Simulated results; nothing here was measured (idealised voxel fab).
process module | voxel released beams
FYI the section here is cut, 235 nm wide, cells are 5 nm squares.
Cross-sections here: square-cell grids, written as top-down lists of bands, a band being one or more rows of cells.
Top height, bottom height, nm. Materials left to right, width each, nm. Single material + "full width" = fills band edge to edge. "blank" = empty.
Heights are measured from 0, the level below which the as-received wafer is all one material; the lowest band has no bottom and continues downward, written as in "from 0 down".
Top row gets the first number, bottom row gets the second, and each row in between changes by the same step: that is how a band width like "30 to 40" works.
Step note "changes: none" = no cross-section cell changed.
Closed-off voids of 8+ cells (no open route to the top) go in "Encapsulated voids", written width x height at distance from the left edge, in nm.
Text after the settings on a step's line: the simulator's own remark on that step.
The "overlay nm" setting may appear on a step's line; for a step that uses a mask, it gives how far to the right of its planned position the mask lay, and a negative value indicates the left.
[The steps planned for the process are as follows]
1,RECEIVE (material Si)
2,CONFORMAL_DEP (material SiN; thk nm 10)
3,DIRECTIONAL_DEP (material SiO2; thk nm 15)
4,DIRECTIONAL_DEP (material aC; thk nm 10)
5,PATTERN (tone open; mask id ANCHOR; material resist; width nm 35; thk nm 25; overlay nm 0)
6,DIRECTIONAL_ETCH (etch materials aC; depth nm 10)
7,STRIP (etch materials resist)
8,DIRECTIONAL_ETCH (etch materials SiO2; depth nm 15)
9,STRIP (etch materials aC)
10,CONFORMAL_DEP (material TiN; thk nm 10)
11,DIRECTIONAL_DEP (material aC; thk nm 15)
12,PATTERN (tone cover; mask id BEAM; material resist; width nm 90; thk nm 30; overlay nm 0)
13,DIRECTIONAL_ETCH (etch materials aC; depth nm 15)
14,STRIP (etch materials resist)
15,DIRECTIONAL_ETCH (etch materials TiN; depth nm 10)
16,STRIP (etch materials aC)
17,STRIP (etch materials SiO2)
[First of two wafers, with the run carried out as planned]
[Cross-section of the wafer upon arrival, representing the state reached after step 1]
* from 0 down | Si full width
* Encapsulated voids: none
[Cross-section of the wafer subsequent to step 2]
* from 10 to 0 | SiN full width
* Below 0, the layers are the same as they were.
[Cross-section of the wafer subsequent to step 3]
* from 25 to 10 | SiO2 full width
* Below 10, the layers are the same as they were.
[Cross-section of the wafer subsequent to step 4]
* from 35 to 25 | aC full width
* Below 25, the layers are the same as they were.
[Cross-section of the wafer subsequent to step 5]
* from 60 to 35 | 75 nm resist; 35 nm blank; 125 nm resist
* Below 35, the layers are the same as they were.
[Cross-section of the wafer subsequent to step 6]
* from 50 to 35 | 75 nm resist; 35 nm blank; 125 nm resist
* from 35 to 25 | 75 nm aC; 35 nm blank; 125 nm aC
* Below 25, the layers are the same as they were.
[Cross-section of the wafer subsequent to step 7]
* from 35 to 25 | 75 nm aC; 35 nm blank; 125 nm aC
* Below 25, the layers are the same as they were.
[Cross-section of the wafer subsequent to step 8]
* from 35 to 25 | 75 nm aC; 35 nm blank; 125 nm aC
* from 25 to 10 | 75 nm SiO2; 35 nm blank; 125 nm SiO2
* Below 10, the layers are the same as they were.
[Cross-section of the wafer subsequent to step 9]
* from 25 to 10 | 75 nm SiO2; 35 nm blank; 125 nm SiO2
* Below 10, the layers are the same as they were.
[Cross-section of the wafer subsequent to step 10]
* from 35 to 25 | 85 nm TiN; 15 nm blank; 135 nm TiN
* from 25 to 20 | 75 nm SiO2; 10 nm TiN; 15 nm blank; 10 nm TiN; 125 nm SiO2
* from 20 to 10 | 75 nm SiO2; 35 nm TiN; 125 nm SiO2
* Below 10, the layers are the same as they were.
[Cross-section of the wafer subsequent to step 11]
* from 50 to 35 | 85 nm aC; 15 nm blank; 135 nm aC
* from 35 to 25 | 85 nm TiN; 15 nm aC; 135 nm TiN
* from 25 to 20 | 75 nm SiO2; 10 nm TiN; 15 nm aC; 10 nm TiN; 125 nm SiO2
* Below 20, the layers are the same as they were.
[Cross-section of the wafer subsequent to step 12]
* from 80 to 50 | 70 nm blank; 90 nm resist; 75 nm blank
* from 50 to 35 | 85 nm aC; 15 nm resist; 135 nm aC
* Below 35, the layers are the same as they were.
[Cross-section of the wafer subsequent to step 13]
* from 65 to 50 | 70 nm blank; 90 nm resist; 75 nm blank
* from 50 to 35 | 70 nm blank; 15 nm aC; 15 nm resist; 60 nm aC; 75 nm blank
* Below 35, the layers are the same as they were.
[Cross-section of the wafer subsequent to step 14]
* from 50 to 35 | 70 nm blank; 15 nm aC; 15 nm blank; 60 nm aC; 75 nm blank
* Below 35, the layers are the same as they were.
[Cross-section of the wafer subsequent to step 15]
* from 50 to 35 | 70 nm blank; 15 nm aC; 15 nm blank; 60 nm aC; 75 nm blank
* from 35 to 25 | 70 nm blank; 15 nm TiN; 15 nm aC; 60 nm TiN; 75 nm blank
* Below 25, the layers are the same as they were.
[Cross-section of the wafer subsequent to step 16]
* from 35 to 25 | 70 nm blank; 15 nm TiN; 15 nm blank; 60 nm TiN; 75 nm blank
* from 25 to 20 | 75 nm SiO2; 10 nm TiN; 15 nm blank; 10 nm TiN; 125 nm SiO2
* Below 20, the layers are the same as they were.
[Cross-section of the wafer subsequent to step 17]
* from 35 to 25 | 70 nm blank; 15 nm TiN; 15 nm blank; 60 nm TiN; 75 nm blank
* from 25 to 20 | 75 nm blank; 10 nm TiN; 15 nm blank; 10 nm TiN; 125 nm blank
* from 20 to 10 | 75 nm blank; 35 nm TiN; 125 nm blank
* Below 10, the layers are the same as they were.
[Wafer two of the pair: same origin, same plan, one error during the run; identical to wafer one up to and including step 1]
[Cross-section, second wafer, at the end time the plan gives for step 2]
* from 15 to 0 | SiO2 full width
* Below 0, the layers are the same as they were.
[Cross-section, second wafer, at the end time the plan gives for step 3]
* from 25 to 15 | SiN full width
* Below 15, the layers are the same as they were.
[Cross-section, second wafer, at the end time the plan gives for step 4]
* from 35 to 25 | aC full width
* Below 25, the layers are the same as they were.
[Cross-section, second wafer, at the end time the plan gives for step 5]
* from 60 to 35 | 75 nm resist; 35 nm blank; 125 nm resist
* Below 35, the layers are the same as they were.
[Cross-section, second wafer, at the end time the plan gives for step 6]
* from 50 to 35 | 75 nm resist; 35 nm blank; 125 nm resist
* from 35 to 25 | 75 nm aC; 35 nm blank; 125 nm aC
* Below 25, the layers are the same as they were.
[Cross-section, second wafer, at the end time the plan gives for step 7]
* from 35 to 25 | 75 nm aC; 35 nm blank; 125 nm aC
* Below 25, the layers are the same as they were.
Cross-section, second wafer, at the end time the plan gives for step 8: changes: none
[Cross-section, second wafer, at the end time the plan gives for step 9]
* from 25 to 15 | SiN full width
* Below 15, the layers are the same as they were.
[Cross-section, second wafer, at the end time the plan gives for step 10]
* from 35 to 25 | TiN full width
* Below 25, the layers are the same as they were.
[Cross-section, second wafer, at the end time the plan gives for step 11]
* from 50 to 35 | aC full width
* Below 35, the layers are the same as they were.
[Cross-section, second wafer, at the end time the plan gives for step 12]
* from 80 to 50 | 70 nm blank; 90 nm resist; 75 nm blank
* Below 50, the layers are the same as they were.
[Cross-section, second wafer, at the end time the plan gives for step 13]
* from 65 to 50 | 70 nm blank; 90 nm resist; 75 nm blank
* from 50 to 35 | 70 nm blank; 90 nm aC; 75 nm blank
* Below 35, the layers are the same as they were.
[Cross-section, second wafer, at the end time the plan gives for step 14]
* from 50 to 35 | 70 nm blank; 90 nm aC; 75 nm blank
* Below 35, the layers are the same as they were.
[Cross-section, second wafer, at the end time the plan gives for step 15]
* from 50 to 35 | 70 nm blank; 90 nm aC; 75 nm blank
* from 35 to 25 | 70 nm blank; 90 nm TiN; 75 nm blank
* Below 25, the layers are the same as they were.
[Cross-section, second wafer, at the end time the plan gives for step 16]
* from 35 to 25 | 70 nm blank; 90 nm TiN; 75 nm blank
* Below 25, the layers are the same as they were.
Cross-section, second wafer, at the end time the plan gives for step 17: changes: none
In executing the process, a mistake was made relative to the plan: note: step 2 <-> step 3, run order reversed vs plan
Final difference in cells, second wafer against first, listed per material as more or fewer: SiO2 +141 | TiN -12
